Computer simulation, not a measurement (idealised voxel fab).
The name of this process module is voxel lift off.
We display cut, a cross-section 295 nm in width whose square cells are each 5 nm.
Cross-section layout: square cells on a grid; listed as bands, top to bottom; a band spans one or more cell rows. This entry defines a band. It first specifies the height of the band's top and the height of its bottom in nm, and then specifies the band's materials from left to right, stating each material with its width in nm. The word "everywhere" identifies a single material that fills the band from edge to edge, while the word "blank" identifies empty space. Height 0 is the level under which the wafer as received is all one material. The lowest band goes on downwards, as in "from 0 down". Width "30 to 40": first value at the band's top row of cells, second value at its bottom row, equal change from row to row. Take "nothing different" at face value: in the step it is given for, the cross-section changed in none of its cells. You'll see "Closed cavity list" listing empty spaces that have no way open to the top, as long as they're 8 cells or more; the notation is width x height at distance, where the distance is from the left edge, and all of it is in nm. after a step's settings: what the simulator itself notes on the step. overlay nm: for a step with a mask, the amount by which the mask lay right of where it was planned; a negative amount means left of it.
Process steps - plan:
1) op RECEIVE | material Si
2) op CONFORMAL_DEP | material SiN | thk nm 10
3) op PATTERN | tone open | mask id LINES | material resist | width nm 25 | pitch nm 50 | thk nm 30 | overlay nm 0
4) op DIRECTIONAL_DEP | material Ru | thk nm 15
5) op STRIP | etch materials resist
6) op CONFORMAL_DEP | material SiN | thk nm 5
Cross-section of the incoming wafer, state after step 1:
- from 0 down: Si everywhere
- Closed cavity list: none
Figure: cross-sectional view of the wafer upon completion of the module, processed from the initial state and according to the plan depicted above, with one error introduced during execution:
- from 15 to 0: SiN everywhere
- from 0 down: Si everywhere
- Closed cavity list: none
Misprocessing identified: step 4 of the plan was jumped over and never run
